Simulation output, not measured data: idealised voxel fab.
process module | voxel gate over fins
cross-section cut | 245 nm wide | cells 5 nm
A cross-section is a grid of square cells, given in bands from the top down. A band is one or more rows of cells.
Each band's line starts with the height of the band's top and of its bottom, in nm. Then come its materials from left to right, each with its width in nm. One material with "throughout" fills the band from edge to edge. "air" is empty space.
Height 0 is the level under which the wafer as received is all one material. The lowest band goes on downwards, as in "0 down".
A width such as "30 to 40" changes by the same amount from each row of cells to the next, from the band's top row to its bottom row.
"no change" after a step means that no cell of the cross-section changed.
closed voids: empty space of 8 cells or more with no open way to the top, each as width x height at its distance from the left edge, in nm
after a step's settings: what the simulator itself notes on the step
overlay nm, on a step with a mask: how far to the right of its planned place the mask lay; to the left if negative
plan
1 op RECEIVE | material Si
2 op CONFORMAL_DEP | material SiN | thk nm 5
3 op PATTERN | tone cover | mask id FINS | material resist | width nm 15 | pitch nm 45 | thk nm 20 | overlay nm 0
4 op DIRECTIONAL_ETCH | etch materials SiN | depth nm 5
5 op DIRECTIONAL_ETCH | etch materials Si | depth nm 40
6 op STRIP | etch materials resist
7 op FILL_DEP | material SiO2 | thk nm 10
8 op CMP | height nm 5
9 op SELECTIVE_ETCH | etch materials SiO2 | depth nm 20
10 op STRIP | etch materials SiN
11 op CONFORMAL_DEP | material HfO2 | thk nm 5
12 op CONFORMAL_DEP | material TiN | thk nm 5
13 op CONFORMAL_DEP | material TiAl | thk nm 5
14 op CONFORMAL_DEP | material TiN | thk nm 5
15 op FILL_DEP | material W | thk nm 10
16 op CMP | height nm 25
17 op CONFORMAL_DEP | material SiN | thk nm 10
first wafer, as planned
as received, after step 1
  0 down: Si throughout
  closed voids: none
after step 2
  5 to 0: SiN throughout
  below 0: unchanged
after step 3
  25 to 5: air 45 | resist 15 | air 30 | resist 15 | air 30 | resist 15 | air 30 | resist 15 | air 50
  below 5: unchanged
after step 4
  25 to 5: air 45 | resist 15 | air 30 | resist 15 | air 30 | resist 15 | air 30 | resist 15 | air 50
  5 to 0: air 45 | SiN 15 | air 30 | SiN 15 | air 30 | SiN 15 | air 30 | SiN 15 | air 50
  below 0: unchanged
after step 5
  25 to 5: air 45 | resist 15 | air 30 | resist 15 | air 30 | resist 15 | air 30 | resist 15 | air 50
  5 to 0: air 45 | SiN 15 | air 30 | SiN 15 | air 30 | SiN 15 | air 30 | SiN 15 | air 50
  0 to -40: air 45 | Si 15 | air 30 | Si 15 | air 30 | Si 15 | air 30 | Si 15 | air 50
  below -40: unchanged
after step 6
  5 to 0: air 45 | SiN 15 | air 30 | SiN 15 | air 30 | SiN 15 | air 30 | SiN 15 | air 50
  below 0: unchanged
after step 7
  15 to 5: SiO2 throughout
  5 to 0: SiO2 45 | SiN 15 | SiO2 30 | SiN 15 | SiO2 30 | SiN 15 | SiO2 30 | SiN 15 | SiO2 50
  0 to -40: SiO2 45 | Si 15 | SiO2 30 | Si 15 | SiO2 30 | Si 15 | SiO2 30 | Si 15 | SiO2 50
  below -40: unchanged
after step 8
  5 to 0: SiO2 45 | SiN 15 | SiO2 30 | SiN 15 | SiO2 30 | SiN 15 | SiO2 30 | SiN 15 | SiO2 50
  below 0: unchanged
after step 9
  5 to 0: air 45 | SiN 15 | air 30 | SiN 15 | air 30 | SiN 15 | air 30 | SiN 15 | air 50
  0 to -15: air 45 | Si 15 | air 30 | Si 15 | air 30 | Si 15 | air 30 | Si 15 | air 50
  below -15: unchanged
after step 10
  0 to -15: air 45 | Si 15 | air 30 | Si 15 | air 30 | Si 15 | air 30 | Si 15 | air 50
  below -15: unchanged
after step 11
  5 to 0: air 40 | HfO2 25 | air 20 | HfO2 25 | air 20 | HfO2 25 | air 20 | HfO2 25 | air 45
  0 to -10: air 40 | HfO2 5 | Si 15 | HfO2 5 | air 20 | HfO2 5 | Si 15 | HfO2 5 | air 20 | HfO2 5 | Si 15 | HfO2 5 | air 20 | HfO2 5 | Si 15 | HfO2 5 | air 45
  -10 to -15: HfO2 45 | Si 15 | HfO2 30 | Si 15 | HfO2 30 | Si 15 | HfO2 30 | Si 15 | HfO2 50
  below -15: unchanged
after step 12
  10 to 5: air 35 | TiN 35 | air 10 | TiN 35 | air 10 | TiN 35 | air 10 | TiN 35 | air 40
  5 to 0: air 35 | TiN 5 | HfO2 25 | TiN 5 | air 10 | TiN 5 | HfO2 25 | TiN 5 | air 10 | TiN 5 | HfO2 25 | TiN 5 | air 10 | TiN 5 | HfO2 25 | TiN 5 | air 40
  0 to -5: air 35 | TiN 5 | HfO2 5 | Si 15 | HfO2 5 | TiN 5 | air 10 | TiN 5 | HfO2 5 | Si 15 | HfO2 5 | TiN 5 | air 10 | TiN 5 | HfO2 5 | Si 15 | HfO2 5 | TiN 5 | air 10 | TiN 5 | HfO2 5 | Si 15 | HfO2 5 | TiN 5 | air 40
  -5 to -10: TiN 40 | HfO2 5 | Si 15 | HfO2 5 | TiN 20 | HfO2 5 | Si 15 | HfO2 5 | TiN 20 | HfO2 5 | Si 15 | HfO2 5 | TiN 20 | HfO2 5 | Si 15 | HfO2 5 | TiN 45
  below -10: unchanged
after step 13
  15 to 10: air 30 | TiAl 180 | air 35
  10 to 5: air 30 | TiAl 5 | TiN 35 | TiAl 10 | TiN 35 | TiAl 10 | TiN 35 | TiAl 10 | TiN 35 | TiAl 5 | air 35
  5 to 0: air 30 | TiAl 5 | TiN 5 | HfO2 25 | TiN 5 | TiAl 10 | TiN 5 | HfO2 25 | TiN 5 | TiAl 10 | TiN 5 | HfO2 25 | TiN 5 | TiAl 10 | TiN 5 | HfO2 25 | TiN 5 | TiAl 5 | air 35
  0 to -5: TiAl 35 | TiN 5 | HfO2 5 | Si 15 | HfO2 5 | TiN 5 | TiAl 10 | TiN 5 | HfO2 5 | Si 15 | HfO2 5 | TiN 5 | TiAl 10 | TiN 5 | HfO2 5 | Si 15 | HfO2 5 | TiN 5 | TiAl 10 | TiN 5 | HfO2 5 | Si 15 | HfO2 5 | TiN 5 | TiAl 40
  below -5: unchanged
after step 14
  20 to 15: air 25 | TiN 190 | air 30
  15 to 10: air 25 | TiN 5 | TiAl 180 | TiN 5 | air 30
  10 to 5: air 25 | TiN 5 | TiAl 5 | TiN 35 | TiAl 10 | TiN 35 | TiAl 10 | TiN 35 | TiAl 10 | TiN 35 | TiAl 5 | TiN 5 | air 30
  5 to 0: TiN 30 | TiAl 5 | TiN 5 | HfO2 25 | TiN 5 | TiAl 10 | TiN 5 | HfO2 25 | TiN 5 | TiAl 10 | TiN 5 | HfO2 25 | TiN 5 | TiAl 10 | TiN 5 | HfO2 25 | TiN 5 | TiAl 5 | TiN 35
  below 0: unchanged
after step 15
  30 to 20: W throughout
  20 to 15: W 25 | TiN 190 | W 30
  15 to 10: W 25 | TiN 5 | TiAl 180 | TiN 5 | W 30
  10 to 5: W 25 | TiN 5 | TiAl 5 | TiN 35 | TiAl 10 | TiN 35 | TiAl 10 | TiN 35 | TiAl 10 | TiN 35 | TiAl 5 | TiN 5 | W 30
  below 5: unchanged
after step 16
  25 to 20: W throughout
  below 20: unchanged
after step 17
  35 to 25: SiN throughout
  below 25: unchanged
second wafer: like start, like plan, one mistake. Through step 12 it matches the first wafer
when step 13 should have ended: no change
when step 14 should have ended
  15 to 5: air 30 | TiN 180 | air 35
  5 to 0: air 30 | TiN 10 | HfO2 25 | TiN 20 | HfO2 25 | TiN 20 | HfO2 25 | TiN 20 | HfO2 25 | TiN 10 | air 35
  0 to -10: TiN 40 | HfO2 5 | Si 15 | HfO2 5 | TiN 20 | HfO2 5 | Si 15 | HfO2 5 | TiN 20 | HfO2 5 | Si 15 | HfO2 5 | TiN 20 | HfO2 5 | Si 15 | HfO2 5 | TiN 45
  below -10: unchanged
when step 15 should have ended
  25 to 15: W throughout
  15 to 5: W 30 | TiN 180 | W 35
  5 to 0: W 30 | TiN 10 | HfO2 25 | TiN 20 | HfO2 25 | TiN 20 | HfO2 25 | TiN 20 | HfO2 25 | TiN 10 | W 35
  below 0: unchanged
when step 16 should have ended: no change
when step 17 should have ended
  35 to 25: SiN throughout
  below 25: unchanged
what went wrong: step 13 was left out
at the end the second wafer has, in cells: 73 fewer of TiAl | 18 more of TiN | 55 more of W
